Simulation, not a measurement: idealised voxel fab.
The document below concerns the process module designated voxel wiring stack.
We display cut, a cross-section 270 nm in width whose square cells are each 5 nm.
Each cross-section below is a grid of square cells, stated as bands in top-down order, with one or more rows of cells making up each band. Heights first: top, then bottom, in nm. Then materials, left to right, each with a width in nm. "edge to edge" on a single material: fills the band edge to edge. "air": empty space. Heights are reckoned from 0. Under this level, the received wafer is all of one material. The bottommost band is open-ended downward, for example "0 down". Think of "30->40" as a width that walks from the first number to the second as you go down the band, top row to bottom row, taking equal-sized steps from row to row. Step marked "remained unchanged"? Then no cell in the cross-section changed in it. Entry "Cavities, closed". Content: empty spaces with no open connection to the top, size 8 cells or greater. Each: width x height at distance. Distance: from left edge. Unit: nm. Step line, after settings: the simulator's comment on this step. overlay nm: on a step with a mask, how far right of its planned place the mask lay; negative means left.
Plan
1,RECEIVE: material Si
2,CONFORMAL_DEP: material SiO2, thk nm 15
3,CONFORMAL_DEP: material SiN, thk nm 5
4,DIRECTIONAL_DEP: material SiO2, thk nm 20
5,DIRECTIONAL_DEP: material aC, thk nm 10
6,PATTERN: tone open, mask id METAL_1, material resist, width nm 30, pitch nm 55, thk nm 30, overlay nm 0
7,DIRECTIONAL_ETCH: etch materials aC, depth nm 10
8,STRIP: etch materials resist
9,DIRECTIONAL_ETCH: etch materials SiO2, depth nm 20
10,DIRECTIONAL_ETCH: etch materials SiN, depth nm 5
11,STRIP: etch materials aC
12,CONFORMAL_DEP: material TiN, thk nm 5
13,FILL_DEP: material Cu, thk nm 10
14,CMP: height nm 40
15,CONFORMAL_DEP: material SiCN, thk nm 5
16,DIRECTIONAL_DEP: material lowk, thk nm 25
17,PATTERN: tone open, mask id METAL_2, material resist, width nm 30, pitch nm 55, thk nm 15, overlay nm 0
18,DIRECTIONAL_ETCH: etch materials lowk, depth nm 15
19,STRIP: etch materials resist
20,PATTERN: tone open, mask id METAL_2_HOLES, material resist, width nm 15, pitch nm 110, thk nm 15, overlay nm 0
21,DIRECTIONAL_ETCH: etch materials lowk, depth nm 10
22,DIRECTIONAL_ETCH: etch materials SiCN, depth nm 5
23,STRIP: etch materials resist
24,CONFORMAL_DEP: material TiN, thk nm 5
25,FILL_DEP: material Ru, thk nm 10
26,CMP: height nm 70
27,CONFORMAL_DEP: material SiN, thk nm 5
First wafer out of two, processed as planned
So this is the incoming wafer in cross-section - it's already been through step 1
  0 down | Si edge to edge
  Cavities, closed: none
Wafer after step 2 (cross-section)
  15 to 0 | SiO2 edge to edge
  All layers under 0 are left as they were.
Wafer after step 3 (cross-section)
  20 to 15 | SiN edge to edge
  All layers under 15 are left as they were.
Wafer after step 4 (cross-section)
  40 to 20 | SiO2 edge to edge
  All layers under 20 are left as they were.
Wafer after step 5 (cross-section)
  50 to 40 | aC edge to edge
  All layers under 40 are left as they were.
Wafer after step 6 (cross-section)
  80 to 50 | 65 nm resist; 30 nm air; 25 nm resist; 30 nm air; 25 nm resist; 30 nm air; 65 nm resist
  All layers under 50 are left as they were.
Wafer after step 7 (cross-section)
  70 to 50 | 65 nm resist; 30 nm air; 25 nm resist; 30 nm air; 25 nm resist; 30 nm air; 65 nm resist
  50 to 40 | 65 nm aC; 30 nm air; 25 nm aC; 30 nm air; 25 nm aC; 30 nm air; 65 nm aC
  All layers under 40 are left as they were.
Wafer after step 8 (cross-section)
  50 to 40 | 65 nm aC; 30 nm air; 25 nm aC; 30 nm air; 25 nm aC; 30 nm air; 65 nm aC
  All layers under 40 are left as they were.
Wafer after step 9 (cross-section)
  50 to 40 | 65 nm aC; 30 nm air; 25 nm aC; 30 nm air; 25 nm aC; 30 nm air; 65 nm aC
  40 to 20 | 65 nm SiO2; 30 nm air; 25 nm SiO2; 30 nm air; 25 nm SiO2; 30 nm air; 65 nm SiO2
  All layers under 20 are left as they were.
Wafer after step 10 (cross-section)
  50 to 40 | 65 nm aC; 30 nm air; 25 nm aC; 30 nm air; 25 nm aC; 30 nm air; 65 nm aC
  40 to 20 | 65 nm SiO2; 30 nm air; 25 nm SiO2; 30 nm air; 25 nm SiO2; 30 nm air; 65 nm SiO2
  20 to 15 | 65 nm SiN; 30 nm air; 25 nm SiN; 30 nm air; 25 nm SiN; 30 nm air; 65 nm SiN
  All layers under 15 are left as they were.
Wafer after step 11 (cross-section)
  40 to 20 | 65 nm SiO2; 30 nm air; 25 nm SiO2; 30 nm air; 25 nm SiO2; 30 nm air; 65 nm SiO2
  All layers under 20 are left as they were.
Wafer after step 12 (cross-section)
  45 to 40 | 70 nm TiN; 20 nm air; 35 nm TiN; 20 nm air; 35 nm TiN; 20 nm air; 70 nm TiN
  40 to 20 | 65 nm SiO2; 5 nm TiN; 20 nm air; 5 nm TiN; 25 nm SiO2; 5 nm TiN; 20 nm air; 5 nm TiN; 25 nm SiO2; 5 nm TiN; 20 nm air; 5 nm TiN; 65 nm SiO2
  20 to 15 | 65 nm SiN; 30 nm TiN; 25 nm SiN; 30 nm TiN; 25 nm SiN; 30 nm TiN; 65 nm SiN
  All layers under 15 are left as they were.
Wafer after step 13 (cross-section)
  55 to 45 | Cu edge to edge
  45 to 40 | 70 nm TiN; 20 nm Cu; 35 nm TiN; 20 nm Cu; 35 nm TiN; 20 nm Cu; 70 nm TiN
  40 to 20 | 65 nm SiO2; 5 nm TiN; 20 nm Cu; 5 nm TiN; 25 nm SiO2; 5 nm TiN; 20 nm Cu; 5 nm TiN; 25 nm SiO2; 5 nm TiN; 20 nm Cu; 5 nm TiN; 65 nm SiO2
  All layers under 20 are left as they were.
Wafer after step 14 (cross-section)
  40 to 20 | 65 nm SiO2; 5 nm TiN; 20 nm Cu; 5 nm TiN; 25 nm SiO2; 5 nm TiN; 20 nm Cu; 5 nm TiN; 25 nm SiO2; 5 nm TiN; 20 nm Cu; 5 nm TiN; 65 nm SiO2
  All layers under 20 are left as they were.
Wafer after step 15 (cross-section)
  45 to 40 | SiCN edge to edge
  All layers under 40 are left as they were.
Wafer after step 16 (cross-section)
  70 to 45 | lowk edge to edge
  All layers under 45 are left as they were.
Wafer after step 17 (cross-section)
  85 to 70 | 65 nm resist; 30 nm air; 25 nm resist; 30 nm air; 25 nm resist; 30 nm air; 65 nm resist
  All layers under 70 are left as they were.
Wafer after step 18 (cross-section)
  85 to 70 | 65 nm resist; 30 nm air; 25 nm resist; 30 nm air; 25 nm resist; 30 nm air; 65 nm resist
  70 to 55 | 65 nm lowk; 30 nm air; 25 nm lowk; 30 nm air; 25 nm lowk; 30 nm air; 65 nm lowk
  All layers under 55 are left as they were.
Wafer after step 19 (cross-section)
  70 to 55 | 65 nm lowk; 30 nm air; 25 nm lowk; 30 nm air; 25 nm lowk; 30 nm air; 65 nm lowk
  All layers under 55 are left as they were.
Wafer after step 20 (cross-section)
  85 to 70 | 65 nm resist; 15 nm air; 95 nm resist; 15 nm air; 80 nm resist
  70 to 55 | 65 nm lowk; 15 nm air; 15 nm resist; 25 nm lowk; 30 nm resist; 25 nm lowk; 15 nm air; 15 nm resist; 65 nm lowk
  All layers under 55 are left as they were.
Wafer after step 21 (cross-section)
  85 to 70 | 65 nm resist; 15 nm air; 95 nm resist; 15 nm air; 80 nm resist
  70 to 55 | 65 nm lowk; 15 nm air; 15 nm resist; 25 nm lowk; 30 nm resist; 25 nm lowk; 15 nm air; 15 nm resist; 65 nm lowk
  55 to 45 | 65 nm lowk; 15 nm air; 95 nm lowk; 15 nm air; 80 nm lowk
  All layers under 45 are left as they were.
Wafer after step 22 (cross-section)
  85 to 70 | 65 nm resist; 15 nm air; 95 nm resist; 15 nm air; 80 nm resist
  70 to 55 | 65 nm lowk; 15 nm air; 15 nm resist; 25 nm lowk; 30 nm resist; 25 nm lowk; 15 nm air; 15 nm resist; 65 nm lowk
  55 to 45 | 65 nm lowk; 15 nm air; 95 nm lowk; 15 nm air; 80 nm lowk
  45 to 40 | 65 nm SiCN; 15 nm air; 95 nm SiCN; 15 nm air; 80 nm SiCN
  All layers under 40 are left as they were.
Wafer after step 23 (cross-section)
  70 to 55 | 65 nm lowk; 30 nm air; 25 nm lowk; 30 nm air; 25 nm lowk; 30 nm air; 65 nm lowk
  All layers under 55 are left as they were.
Wafer after step 24 (cross-section)
  75 to 70 | 70 nm TiN; 20 nm air; 35 nm TiN; 20 nm air; 35 nm TiN; 20 nm air; 70 nm TiN
  70 to 60 | 65 nm lowk; 5 nm TiN; 20 nm air; 5 nm TiN; 25 nm lowk; 5 nm TiN; 20 nm air; 5 nm TiN; 25 nm lowk; 5 nm TiN; 20 nm air; 5 nm TiN; 65 nm lowk
  60 to 55 | 65 nm lowk; 5 nm TiN; 5 nm air; 20 nm TiN; 25 nm lowk; 30 nm TiN; 25 nm lowk; 5 nm TiN; 5 nm air; 20 nm TiN; 65 nm lowk
  55 to 45 | 65 nm lowk; 5 nm TiN; 5 nm air; 5 nm TiN; 95 nm lowk; 5 nm TiN; 5 nm air; 5 nm TiN; 80 nm lowk
  45 to 40 | 65 nm SiCN; 15 nm TiN; 95 nm SiCN; 15 nm TiN; 80 nm SiCN
  All layers under 40 are left as they were.
Wafer after step 25 (cross-section)
  85 to 75 | Ru edge to edge
  75 to 70 | 70 nm TiN; 20 nm Ru; 35 nm TiN; 20 nm Ru; 35 nm TiN; 20 nm Ru; 70 nm TiN
  70 to 60 | 65 nm lowk; 5 nm TiN; 20 nm Ru; 5 nm TiN; 25 nm lowk; 5 nm TiN; 20 nm Ru; 5 nm TiN; 25 nm lowk; 5 nm TiN; 20 nm Ru; 5 nm TiN; 65 nm lowk
  60 to 55 | 65 nm lowk; 5 nm TiN; 5 nm Ru; 20 nm TiN; 25 nm lowk; 30 nm TiN; 25 nm lowk; 5 nm TiN; 5 nm Ru; 20 nm TiN; 65 nm lowk
  55 to 45 | 65 nm lowk; 5 nm TiN; 5 nm Ru; 5 nm TiN; 95 nm lowk; 5 nm TiN; 5 nm Ru; 5 nm TiN; 80 nm lowk
  All layers under 45 are left as they were.
Wafer after step 26 (cross-section)
  70 to 60 | 65 nm lowk; 5 nm TiN; 20 nm Ru; 5 nm TiN; 25 nm lowk; 5 nm TiN; 20 nm Ru; 5 nm TiN; 25 nm lowk; 5 nm TiN; 20 nm Ru; 5 nm TiN; 65 nm lowk
  All layers under 60 are left as they were.
Wafer after step 27 (cross-section)
  75 to 70 | SiN edge to edge
  All layers under 70 are left as they were.
Wafer two of two - same starting point, same process plan, one mistake in execution; matches wafer one up to and including step 5
Cross-section of the second wafer corresponding to the planned conclusion of step 6
  80 to 50 | 70 nm resist; 20 nm air; 35 nm resist; 20 nm air; 35 nm resist; 20 nm air; 70 nm resist
  All layers under 50 are left as they were.
Cross-section of the second wafer corresponding to the planned conclusion of step 7
  70 to 50 | 70 nm resist; 20 nm air; 35 nm resist; 20 nm air; 35 nm resist; 20 nm air; 70 nm resist
  50 to 40 | 70 nm aC; 20 nm air; 35 nm aC; 20 nm air; 35 nm aC; 20 nm air; 70 nm aC
  All layers under 40 are left as they were.
Cross-section of the second wafer corresponding to the planned conclusion of step 8
  50 to 40 | 70 nm aC; 20 nm air; 35 nm aC; 20 nm air; 35 nm aC; 20 nm air; 70 nm aC
  All layers under 40 are left as they were.
Cross-section of the second wafer corresponding to the planned conclusion of step 9
  50 to 40 | 70 nm aC; 20 nm air; 35 nm aC; 20 nm air; 35 nm aC; 20 nm air; 70 nm aC
  40 to 20 | 70 nm SiO2; 20 nm air; 35 nm SiO2; 20 nm air; 35 nm SiO2; 20 nm air; 70 nm SiO2
  All layers under 20 are left as they were.
Cross-section of the second wafer corresponding to the planned conclusion of step 10
  50 to 40 | 70 nm aC; 20 nm air; 35 nm aC; 20 nm air; 35 nm aC; 20 nm air; 70 nm aC
  40 to 20 | 70 nm SiO2; 20 nm air; 35 nm SiO2; 20 nm air; 35 nm SiO2; 20 nm air; 70 nm SiO2
  20 to 15 | 70 nm SiN; 20 nm air; 35 nm SiN; 20 nm air; 35 nm SiN; 20 nm air; 70 nm SiN
  All layers under 15 are left as they were.
Cross-section of the second wafer corresponding to the planned conclusion of step 11
  40 to 20 | 70 nm SiO2; 20 nm air; 35 nm SiO2; 20 nm air; 35 nm SiO2; 20 nm air; 70 nm SiO2
  All layers under 20 are left as they were.
Cross-section of the second wafer corresponding to the planned conclusion of step 12
  45 to 40 | 75 nm TiN; 10 nm air; 45 nm TiN; 10 nm air; 45 nm TiN; 10 nm air; 75 nm TiN
  40 to 20 | 70 nm SiO2; 5 nm TiN; 10 nm air; 5 nm TiN; 35 nm SiO2; 5 nm TiN; 10 nm air; 5 nm TiN; 35 nm SiO2; 5 nm TiN; 10 nm air; 5 nm TiN; 70 nm SiO2
  20 to 15 | 70 nm SiN; 20 nm TiN; 35 nm SiN; 20 nm TiN; 35 nm SiN; 20 nm TiN; 70 nm SiN
  All layers under 15 are left as they were.
Cross-section of the second wafer corresponding to the planned conclusion of step 13
  55 to 45 | Cu edge to edge
  45 to 40 | 75 nm TiN; 10 nm Cu; 45 nm TiN; 10 nm Cu; 45 nm TiN; 10 nm Cu; 75 nm TiN
  40 to 20 | 70 nm SiO2; 5 nm TiN; 10 nm Cu; 5 nm TiN; 35 nm SiO2; 5 nm TiN; 10 nm Cu; 5 nm TiN; 35 nm SiO2; 5 nm TiN; 10 nm Cu; 5 nm TiN; 70 nm SiO2
  All layers under 20 are left as they were.
Cross-section of the second wafer corresponding to the planned conclusion of step 14
  40 to 20 | 70 nm SiO2; 5 nm TiN; 10 nm Cu; 5 nm TiN; 35 nm SiO2; 5 nm TiN; 10 nm Cu; 5 nm TiN; 35 nm SiO2; 5 nm TiN; 10 nm Cu; 5 nm TiN; 70 nm SiO2
  All layers under 20 are left as they were.
Cross-section of the second wafer corresponding to the planned conclusion of step 15
  45 to 40 | SiCN edge to edge
  All layers under 40 are left as they were.
Cross-section of the second wafer corresponding to the planned conclusion of step 16
  70 to 45 | lowk edge to edge
  All layers under 45 are left as they were.
Cross-section of the second wafer corresponding to the planned conclusion of step 17
  85 to 70 | 65 nm resist; 30 nm air; 25 nm resist; 30 nm air; 25 nm resist; 30 nm air; 65 nm resist
  All layers under 70 are left as they were.
Cross-section of the second wafer corresponding to the planned conclusion of step 18
  85 to 70 | 65 nm resist; 30 nm air; 25 nm resist; 30 nm air; 25 nm resist; 30 nm air; 65 nm resist
  70 to 55 | 65 nm lowk; 30 nm air; 25 nm lowk; 30 nm air; 25 nm lowk; 30 nm air; 65 nm lowk
  All layers under 55 are left as they were.
Cross-section of the second wafer corresponding to the planned conclusion of step 19
  70 to 55 | 65 nm lowk; 30 nm air; 25 nm lowk; 30 nm air; 25 nm lowk; 30 nm air; 65 nm lowk
  All layers under 55 are left as they were.
Cross-section of the second wafer corresponding to the planned conclusion of step 20
  85 to 70 | 65 nm resist; 15 nm air; 95 nm resist; 15 nm air; 80 nm resist
  70 to 55 | 65 nm lowk; 15 nm air; 15 nm resist; 25 nm lowk; 30 nm resist; 25 nm lowk; 15 nm air; 15 nm resist; 65 nm lowk
  All layers under 55 are left as they were.
Cross-section of the second wafer corresponding to the planned conclusion of step 21
  85 to 70 | 65 nm resist; 15 nm air; 95 nm resist; 15 nm air; 80 nm resist
  70 to 55 | 65 nm lowk; 15 nm air; 15 nm resist; 25 nm lowk; 30 nm resist; 25 nm lowk; 15 nm air; 15 nm resist; 65 nm lowk
  55 to 45 | 65 nm lowk; 15 nm air; 95 nm lowk; 15 nm air; 80 nm lowk
  All layers under 45 are left as they were.
Cross-section of the second wafer corresponding to the planned conclusion of step 22
  85 to 70 | 65 nm resist; 15 nm air; 95 nm resist; 15 nm air; 80 nm resist
  70 to 55 | 65 nm lowk; 15 nm air; 15 nm resist; 25 nm lowk; 30 nm resist; 25 nm lowk; 15 nm air; 15 nm resist; 65 nm lowk
  55 to 45 | 65 nm lowk; 15 nm air; 95 nm lowk; 15 nm air; 80 nm lowk
  45 to 40 | 65 nm SiCN; 15 nm air; 95 nm SiCN; 15 nm air; 80 nm SiCN
  All layers under 40 are left as they were.
Cross-section of the second wafer corresponding to the planned conclusion of step 23
  70 to 55 | 65 nm lowk; 30 nm air; 25 nm lowk; 30 nm air; 25 nm lowk; 30 nm air; 65 nm lowk
  All layers under 55 are left as they were.
Cross-section of the second wafer corresponding to the planned conclusion of step 24
  75 to 70 | 70 nm TiN; 20 nm air; 35 nm TiN; 20 nm air; 35 nm TiN; 20 nm air; 70 nm TiN
  70 to 60 | 65 nm lowk; 5 nm TiN; 20 nm air; 5 nm TiN; 25 nm lowk; 5 nm TiN; 20 nm air; 5 nm TiN; 25 nm lowk; 5 nm TiN; 20 nm air; 5 nm TiN; 65 nm lowk
  60 to 55 | 65 nm lowk; 5 nm TiN; 5 nm air; 20 nm TiN; 25 nm lowk; 30 nm TiN; 25 nm lowk; 5 nm TiN; 5 nm air; 20 nm TiN; 65 nm lowk
  55 to 45 | 65 nm lowk; 5 nm TiN; 5 nm air; 5 nm TiN; 95 nm lowk; 5 nm TiN; 5 nm air; 5 nm TiN; 80 nm lowk
  45 to 40 | 65 nm SiCN; 15 nm TiN; 95 nm SiCN; 15 nm TiN; 80 nm SiCN
  All layers under 40 are left as they were.
Cross-section of the second wafer corresponding to the planned conclusion of step 25
  85 to 75 | Ru edge to edge
  75 to 70 | 70 nm TiN; 20 nm Ru; 35 nm TiN; 20 nm Ru; 35 nm TiN; 20 nm Ru; 70 nm TiN
  70 to 60 | 65 nm lowk; 5 nm TiN; 20 nm Ru; 5 nm TiN; 25 nm lowk; 5 nm TiN; 20 nm Ru; 5 nm TiN; 25 nm lowk; 5 nm TiN; 20 nm Ru; 5 nm TiN; 65 nm lowk
  60 to 55 | 65 nm lowk; 5 nm TiN; 5 nm Ru; 20 nm TiN; 25 nm lowk; 30 nm TiN; 25 nm lowk; 5 nm TiN; 5 nm Ru; 20 nm TiN; 65 nm lowk
  55 to 45 | 65 nm lowk; 5 nm TiN; 5 nm Ru; 5 nm TiN; 95 nm lowk; 5 nm TiN; 5 nm Ru; 5 nm TiN; 80 nm lowk
  All layers under 45 are left as they were.
Cross-section of the second wafer corresponding to the planned conclusion of step 26
  70 to 60 | 65 nm lowk; 5 nm TiN; 20 nm Ru; 5 nm TiN; 25 nm lowk; 5 nm TiN; 20 nm Ru; 5 nm TiN; 25 nm lowk; 5 nm TiN; 20 nm Ru; 5 nm TiN; 65 nm lowk
  All layers under 60 are left as they were.
Cross-section of the second wafer corresponding to the planned conclusion of step 27
  75 to 70 | SiN edge to edge
  All layers under 70 are left as they were.
Diagnosis: planned and actual differ for step 6; actual: PATTERN: tone open, mask id METAL_1, material resist, width nm 20, pitch nm 55, thk nm 30, overlay nm 0
Final comparison by cell count, materials where the second wafer has more or fewer than the first: 24 fewer of Cu; 6 more of SiN; 24 more of SiO2; 6 fewer of TiN
